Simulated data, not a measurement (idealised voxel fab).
process module | voxel self aligned vias
cross-section cut | 140 nm wide | cells 5 nm
A cross-section is a grid of square cells, given in bands from the top down. A band is one or more rows of cells.
Each band's line starts with the height of the band's top and of its bottom, in nm. Then come its materials from left to right, each with its width in nm. One material with "throughout" fills the band from edge to edge. "air" is empty space.
Height 0 is the level under which the wafer as received is all one material. The lowest band goes on downwards, as in "0 down".
A width such as "30 to 40" changes by the same amount from each row of cells to the next, from the band's top row to its bottom row.
"no change" after a step means that no cell of the cross-section changed.
closed voids: empty space of 8 cells or more with no open way to the top, each as width x height at its distance from the left edge, in nm
after a step's settings: what the simulator itself notes on the step
overlay nm, on a step with a mask: how far to the right of its planned place the mask lay; to the left if negative
plan
1 op RECEIVE | material Si
2 op CONFORMAL_DEP | material SiO2 | thk nm 10
3 op CONFORMAL_DEP | material SiCN | thk nm 5
4 op DIRECTIONAL_DEP | material lowk | thk nm 30
5 op PATTERN | tone open | mask id LINES | material resist | width nm 30 | pitch nm 55 | thk nm 20 | overlay nm 0
6 op DIRECTIONAL_ETCH | etch materials lowk | depth nm 30
7 op STRIP | etch materials resist
8 op CONFORMAL_DEP | material TiN | thk nm 5
9 op FILL_DEP | material W | thk nm 10
10 op CMP | height nm 45
11 op SELECTIVE_ETCH | etch materials W Ru TiN | depth nm 5
12 op FILL_DEP | material SiN | thk nm 5
13 op CMP | height nm 45
14 op DIRECTIONAL_DEP | material lowk | thk nm 20
15 op DIRECTIONAL_DEP | material aC | thk nm 15
16 op PATTERN | tone open | mask id VIAS | material resist | width nm 40 | thk nm 30 | overlay nm 0
17 op DIRECTIONAL_ETCH | etch materials aC | depth nm 15
18 op STRIP | etch materials resist
19 op DIRECTIONAL_ETCH | etch materials lowk | depth nm 20
20 op DIRECTIONAL_ETCH | etch materials SiN | depth nm 5
21 op STRIP | etch materials aC
22 op CONFORMAL_DEP | material TiN | thk nm 5
23 op FILL_DEP | material W | thk nm 5
24 op CMP | height nm 65
25 op CONFORMAL_DEP | material SiN | thk nm 5
as received, after step 1
  0 down: Si throughout
  closed voids: none
a wafer at the end: this start, this plan, one mistake
  70 to 65: SiN throughout
  65 to 45: lowk 20 | TiN 5 | W 30 | TiN 5 | lowk 80
  45 to 40: SiN 20 | TiN 40 | SiN 80
  40 to 15: lowk 25 | TiN 5 | W 20 | TiN 5 | lowk 25 | TiN 5 | W 20 | TiN 5 | lowk 30
  15 to 10: lowk 25 | TiN 30 | lowk 25 | TiN 30 | lowk 30
  10 to 0: SiO2 throughout
  0 down: Si throughout
  closed voids: none
what went wrong: step 3 was left out
